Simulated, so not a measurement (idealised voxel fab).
process module | voxel wiring stack
cross-section cut | 235 nm wide | cells 5 nm
A cross-section is a grid of square cells, given in bands from the top down. A band is one or more rows of cells.
Each band's line starts with the height of the band's top and of its bottom, in nm. Then come its materials from left to right, each with its width in nm. One material with "throughout" fills the band from edge to edge. "air" is empty space.
Height 0 is the level under which the wafer as received is all one material. The lowest band goes on downwards, as in "0 down".
A width such as "30 to 40" changes by the same amount from each row of cells to the next, from the band's top row to its bottom row.
"no change" after a step means that no cell of the cross-section changed.
closed voids: empty space of 8 cells or more with no open way to the top, each as width x height at its distance from the left edge, in nm
after a step's settings: what the simulator itself notes on the step
overlay nm, on a step with a mask: how far to the right of its planned place the mask lay; to the left if negative
plan
1 op RECEIVE | material Si
2 op CONFORMAL_DEP | material SiO2 | thk nm 10
3 op CONFORMAL_DEP | material SiN | thk nm 5
4 op DIRECTIONAL_DEP | material lowk | thk nm 25
5 op DIRECTIONAL_DEP | material aC | thk nm 15
6 op PATTERN | tone open | mask id METAL_1 | material resist | width nm 25 | pitch nm 45 | thk nm 30 | overlay nm 0
7 op DIRECTIONAL_ETCH | etch materials aC | depth nm 15
8 op STRIP | etch materials resist
9 op DIRECTIONAL_ETCH | etch materials lowk | depth nm 25
10 op DIRECTIONAL_ETCH | etch materials SiN | depth nm 5
11 op STRIP | etch materials aC
12 op CONFORMAL_DEP | material TiN | thk nm 5
13 op FILL_DEP | material Ru | thk nm 10
14 op CMP | height nm 40
15 op CONFORMAL_DEP | material SiCN | thk nm 5
16 op DIRECTIONAL_DEP | material lowk | thk nm 30
17 op PATTERN | tone open | mask id METAL_2_HOLES | material resist | width nm 15 | pitch nm 90 | thk nm 20 | overlay nm 0
18 op DIRECTIONAL_ETCH | etch materials lowk | depth nm 30
19 op STRIP | etch materials resist
20 op PATTERN | tone open | mask id METAL_2 | material resist | width nm 25 | pitch nm 45 | thk nm 15 | overlay nm 0
21 op DIRECTIONAL_ETCH | etch materials lowk | depth nm 15
22 op DIRECTIONAL_ETCH | etch materials SiCN | depth nm 5
23 op STRIP | etch materials resist
24 op CONFORMAL_DEP | material TiN | thk nm 5
25 op FILL_DEP | material Cu | thk nm 10
26 op CMP | height nm 75
27 op CONFORMAL_DEP | material SiCN | thk nm 5
28 op DIRECTIONAL_DEP | material SiO2 | thk nm 30
29 op MASKED_ETCH | tone open | mask id METAL_3 | width nm 25 | pitch nm 45 | etch materials SiO2 | depth nm 15 | overlay nm 0
30 op PATTERN | tone open | mask id METAL_3_HOLES | material resist | width nm 15 | pitch nm 90 | thk nm 20 | overlay nm 0
31 op DIRECTIONAL_ETCH | etch materials SiO2 | depth nm 15
32 op DIRECTIONAL_ETCH | etch materials SiCN | depth nm 5
33 op STRIP | etch materials resist
34 op CONFORMAL_DEP | material TiN | thk nm 5
35 op FILL_DEP | material Ru | thk nm 5
36 op CMP | height nm 110
37 op CONFORMAL_DEP | material SiN | thk nm 5
first wafer, as planned
as received, after step 1
  0 down: Si throughout
  closed voids: none
after step 2
  10 to 0: SiO2 throughout
  below 0: unchanged
after step 3
  15 to 10: SiN throughout
  below 10: unchanged
after step 4
  40 to 15: lowk throughout
  below 15: unchanged
after step 5
  55 to 40: aC throughout
  below 40: unchanged
after step 6
  85 to 55: resist 60 | air 25 | resist 20 | air 25 | resist 20 | air 25 | resist 60
  below 55: unchanged
after step 7
  70 to 55: resist 60 | air 25 | resist 20 | air 25 | resist 20 | air 25 | resist 60
  55 to 40: aC 60 | air 25 | aC 20 | air 25 | aC 20 | air 25 | aC 60
  below 40: unchanged
after step 8
  55 to 40: aC 60 | air 25 | aC 20 | air 25 | aC 20 | air 25 | aC 60
  below 40: unchanged
after step 9
  55 to 40: aC 60 | air 25 | aC 20 | air 25 | aC 20 | air 25 | aC 60
  40 to 15: lowk 60 | air 25 | lowk 20 | air 25 | lowk 20 | air 25 | lowk 60
  below 15: unchanged
after step 10
  55 to 40: aC 60 | air 25 | aC 20 | air 25 | aC 20 | air 25 | aC 60
  40 to 15: lowk 60 | air 25 | lowk 20 | air 25 | lowk 20 | air 25 | lowk 60
  15 to 10: SiN 60 | air 25 | SiN 20 | air 25 | SiN 20 | air 25 | SiN 60
  below 10: unchanged
after step 11
  40 to 15: lowk 60 | air 25 | lowk 20 | air 25 | lowk 20 | air 25 | lowk 60
  below 15: unchanged
after step 12
  45 to 40: TiN 65 | air 15 | TiN 30 | air 15 | TiN 30 | air 15 | TiN 65
  40 to 15: lowk 60 | TiN 5 | air 15 | TiN 5 | lowk 20 | TiN 5 | air 15 | TiN 5 | lowk 20 | TiN 5 | air 15 | TiN 5 | lowk 60
  15 to 10: SiN 60 | TiN 25 | SiN 20 | TiN 25 | SiN 20 | TiN 25 | SiN 60
  below 10: unchanged
after step 13
  55 to 45: Ru throughout
  45 to 40: TiN 65 | Ru 15 | TiN 30 | Ru 15 | TiN 30 | Ru 15 | TiN 65
  40 to 15: lowk 60 | TiN 5 | Ru 15 | TiN 5 | lowk 20 | TiN 5 | Ru 15 | TiN 5 | lowk 20 | TiN 5 | Ru 15 | TiN 5 | lowk 60
  below 15: unchanged
after step 14
  40 to 15: lowk 60 | TiN 5 | Ru 15 | TiN 5 | lowk 20 | TiN 5 | Ru 15 | TiN 5 | lowk 20 | TiN 5 | Ru 15 | TiN 5 | lowk 60
  below 15: unchanged
after step 15
  45 to 40: SiCN throughout
  below 40: unchanged
after step 16
  75 to 45: lowk throughout
  below 45: unchanged
after step 17
  95 to 75: resist 60 | air 15 | resist 75 | air 15 | resist 70
  below 75: unchanged
after step 18
  95 to 75: resist 60 | air 15 | resist 75 | air 15 | resist 70
  75 to 45: lowk 60 | air 15 | lowk 75 | air 15 | lowk 70
  below 45: unchanged
after step 19
  75 to 45: lowk 60 | air 15 | lowk 75 | air 15 | lowk 70
  below 45: unchanged
after step 20
  90 to 75: resist 60 | air 25 | resist 20 | air 25 | resist 20 | air 25 | resist 60
  below 75: unchanged
after step 21
  90 to 75: resist 60 | air 25 | resist 20 | air 25 | resist 20 | air 25 | resist 60
  75 to 60: lowk 60 | air 25 | lowk 20 | air 25 | lowk 20 | air 25 | lowk 60
  below 60: unchanged
after step 22
  90 to 75: resist 60 | air 25 | resist 20 | air 25 | resist 20 | air 25 | resist 60
  75 to 60: lowk 60 | air 25 | lowk 20 | air 25 | lowk 20 | air 25 | lowk 60
  60 to 45: lowk 60 | air 15 | lowk 75 | air 15 | lowk 70
  45 to 40: SiCN 60 | air 15 | SiCN 75 | air 15 | SiCN 70
  below 40: unchanged
after step 23
  75 to 60: lowk 60 | air 25 | lowk 20 | air 25 | lowk 20 | air 25 | lowk 60
  below 60: unchanged
after step 24
  80 to 75: TiN 65 | air 15 | TiN 30 | air 15 | TiN 30 | air 15 | TiN 65
  75 to 65: lowk 60 | TiN 5 | air 15 | TiN 5 | lowk 20 | TiN 5 | air 15 | TiN 5 | lowk 20 | TiN 5 | air 15 | TiN 5 | lowk 60
  65 to 60: lowk 60 | TiN 5 | air 5 | TiN 15 | lowk 20 | TiN 25 | lowk 20 | TiN 5 | air 5 | TiN 15 | lowk 60
  60 to 45: lowk 60 | TiN 5 | air 5 | TiN 5 | lowk 75 | TiN 5 | air 5 | TiN 5 | lowk 70
  45 to 40: SiCN 60 | TiN 15 | SiCN 75 | TiN 15 | SiCN 70
  below 40: unchanged
after step 25
  90 to 80: Cu throughout
  80 to 75: TiN 65 | Cu 15 | TiN 30 | Cu 15 | TiN 30 | Cu 15 | TiN 65
  75 to 65: lowk 60 | TiN 5 | Cu 15 | TiN 5 | lowk 20 | TiN 5 | Cu 15 | TiN 5 | lowk 20 | TiN 5 | Cu 15 | TiN 5 | lowk 60
  65 to 60: lowk 60 | TiN 5 | Cu 5 | TiN 15 | lowk 20 | TiN 25 | lowk 20 | TiN 5 | Cu 5 | TiN 15 | lowk 60
  60 to 45: lowk 60 | TiN 5 | Cu 5 | TiN 5 | lowk 75 | TiN 5 | Cu 5 | TiN 5 | lowk 70
  below 45: unchanged
after step 26
  75 to 65: lowk 60 | TiN 5 | Cu 15 | TiN 5 | lowk 20 | TiN 5 | Cu 15 | TiN 5 | lowk 20 | TiN 5 | Cu 15 | TiN 5 | lowk 60
  below 65: unchanged
after step 27
  80 to 75: SiCN throughout
  below 75: unchanged
after step 28
  110 to 80: SiO2 throughout
  below 80: unchanged
after step 29
  110 to 95: SiO2 60 | air 25 | SiO2 20 | air 25 | SiO2 20 | air 25 | SiO2 60
  below 95: unchanged
after step 30
  130 to 110: resist 60 | air 15 | resist 75 | air 15 | resist 70
  110 to 95: SiO2 60 | air 15 | resist 10 | SiO2 20 | resist 25 | SiO2 20 | air 15 | resist 10 | SiO2 60
  below 95: unchanged
after step 31
  130 to 110: resist 60 | air 15 | resist 75 | air 15 | resist 70
  110 to 95: SiO2 60 | air 15 | resist 10 | SiO2 20 | resist 25 | SiO2 20 | air 15 | resist 10 | SiO2 60
  95 to 80: SiO2 60 | air 15 | SiO2 75 | air 15 | SiO2 70
  below 80: unchanged
after step 32
  130 to 110: resist 60 | air 15 | resist 75 | air 15 | resist 70
  110 to 95: SiO2 60 | air 15 | resist 10 | SiO2 20 | resist 25 | SiO2 20 | air 15 | resist 10 | SiO2 60
  95 to 80: SiO2 60 | air 15 | SiO2 75 | air 15 | SiO2 70
  80 to 75: SiCN 60 | air 15 | SiCN 75 | air 15 | SiCN 70
  below 75: unchanged
after step 33
  110 to 95: SiO2 60 | air 25 | SiO2 20 | air 25 | SiO2 20 | air 25 | SiO2 60
  below 95: unchanged
after step 34
  115 to 110: TiN 65 | air 15 | TiN 30 | air 15 | TiN 30 | air 15 | TiN 65
  110 to 100: SiO2 60 | TiN 5 | air 15 | TiN 5 | SiO2 20 | TiN 5 | air 15 | TiN 5 | SiO2 20 | TiN 5 | air 15 | TiN 5 | SiO2 60
  100 to 95: SiO2 60 | TiN 5 | air 5 | TiN 15 | SiO2 20 | TiN 25 | SiO2 20 | TiN 5 | air 5 | TiN 15 | SiO2 60
  95 to 80: SiO2 60 | TiN 5 | air 5 | TiN 5 | SiO2 75 | TiN 5 | air 5 | TiN 5 | SiO2 70
  80 to 75: SiCN 60 | TiN 15 | SiCN 75 | TiN 15 | SiCN 70
  below 75: unchanged
after step 35
  120 to 115: Ru throughout
  115 to 110: TiN 65 | Ru 15 | TiN 30 | Ru 15 | TiN 30 | Ru 15 | TiN 65
  110 to 100: SiO2 60 | TiN 5 | Ru 15 | TiN 5 | SiO2 20 | TiN 5 | Ru 15 | TiN 5 | SiO2 20 | TiN 5 | Ru 15 | TiN 5 | SiO2 60
  100 to 95: SiO2 60 | TiN 5 | Ru 5 | TiN 15 | SiO2 20 | TiN 25 | SiO2 20 | TiN 5 | Ru 5 | TiN 15 | SiO2 60
  95 to 80: SiO2 60 | TiN 5 | Ru 5 | TiN 5 | SiO2 75 | TiN 5 | Ru 5 | TiN 5 | SiO2 70
  below 80: unchanged
after step 36
  110 to 100: SiO2 60 | TiN 5 | Ru 15 | TiN 5 | SiO2 20 | TiN 5 | Ru 15 | TiN 5 | SiO2 20 | TiN 5 | Ru 15 | TiN 5 | SiO2 60
  below 100: unchanged
after step 37
  115 to 110: SiN throughout
  below 110: unchanged
second wafer: like start, like plan, one mistake. Through step 29 it matches the first wafer
when step 30 should have ended
  130 to 110: resist 65 | air 15 | resist 75 | air 15 | resist 65
  110 to 95: SiO2 60 | resist 5 | air 15 | resist 5 | SiO2 20 | resist 25 | SiO2 20 | resist 5 | air 15 | resist 5 | SiO2 60
  below 95: unchanged
when step 31 should have ended
  130 to 110: resist 65 | air 15 | resist 75 | air 15 | resist 65
  110 to 95: SiO2 60 | resist 5 | air 15 | resist 5 | SiO2 20 | resist 25 | SiO2 20 | resist 5 | air 15 | resist 5 | SiO2 60
  95 to 80: SiO2 65 | air 15 | SiO2 75 | air 15 | SiO2 65
  below 80: unchanged
when step 32 should have ended
  130 to 110: resist 65 | air 15 | resist 75 | air 15 | resist 65
  110 to 95: SiO2 60 | resist 5 | air 15 | resist 5 | SiO2 20 | resist 25 | SiO2 20 | resist 5 | air 15 | resist 5 | SiO2 60
  95 to 80: SiO2 65 | air 15 | SiO2 75 | air 15 | SiO2 65
  80 to 75: SiCN 65 | air 15 | SiCN 75 | air 15 | SiCN 65
  below 75: unchanged
when step 33 should have ended
  110 to 95: SiO2 60 | air 25 | SiO2 20 | air 25 | SiO2 20 | air 25 | SiO2 60
  below 95: unchanged
when step 34 should have ended
  115 to 110: TiN 65 | air 15 | TiN 30 | air 15 | TiN 30 | air 15 | TiN 65
  110 to 100: SiO2 60 | TiN 5 | air 15 | TiN 5 | SiO2 20 | TiN 5 | air 15 | TiN 5 | SiO2 20 | TiN 5 | air 15 | TiN 5 | SiO2 60
  100 to 95: SiO2 60 | TiN 10 | air 5 | TiN 10 | SiO2 20 | TiN 25 | SiO2 20 | TiN 10 | air 5 | TiN 10 | SiO2 60
  95 to 80: SiO2 65 | TiN 5 | air 5 | TiN 5 | SiO2 75 | TiN 5 | air 5 | TiN 5 | SiO2 65
  80 to 75: SiCN 65 | TiN 15 | SiCN 75 | TiN 15 | SiCN 65
  below 75: unchanged
when step 35 should have ended
  120 to 115: Ru throughout
  115 to 110: TiN 65 | Ru 15 | TiN 30 | Ru 15 | TiN 30 | Ru 15 | TiN 65
  110 to 100: SiO2 60 | TiN 5 | Ru 15 | TiN 5 | SiO2 20 | TiN 5 | Ru 15 | TiN 5 | SiO2 20 | TiN 5 | Ru 15 | TiN 5 | SiO2 60
  100 to 95: SiO2 60 | TiN 10 | Ru 5 | TiN 10 | SiO2 20 | TiN 25 | SiO2 20 | TiN 10 | Ru 5 | TiN 10 | SiO2 60
  95 to 80: SiO2 65 | TiN 5 | Ru 5 | TiN 5 | SiO2 75 | TiN 5 | Ru 5 | TiN 5 | SiO2 65
  below 80: unchanged
when step 36 should have ended
  110 to 100: SiO2 60 | TiN 5 | Ru 15 | TiN 5 | SiO2 20 | TiN 5 | Ru 15 | TiN 5 | SiO2 20 | TiN 5 | Ru 15 | TiN 5 | SiO2 60
  below 100: unchanged
when step 37 should have ended
  115 to 110: SiN throughout
  below 110: unchanged
what went wrong: step 30 ran as: op PATTERN | tone open | mask id METAL_3_HOLES | material resist | width nm 15 | pitch nm 90 | thk nm 20 | overlay nm 5
at the end the second wafer has, in cells: as many of each material as the first, in other places
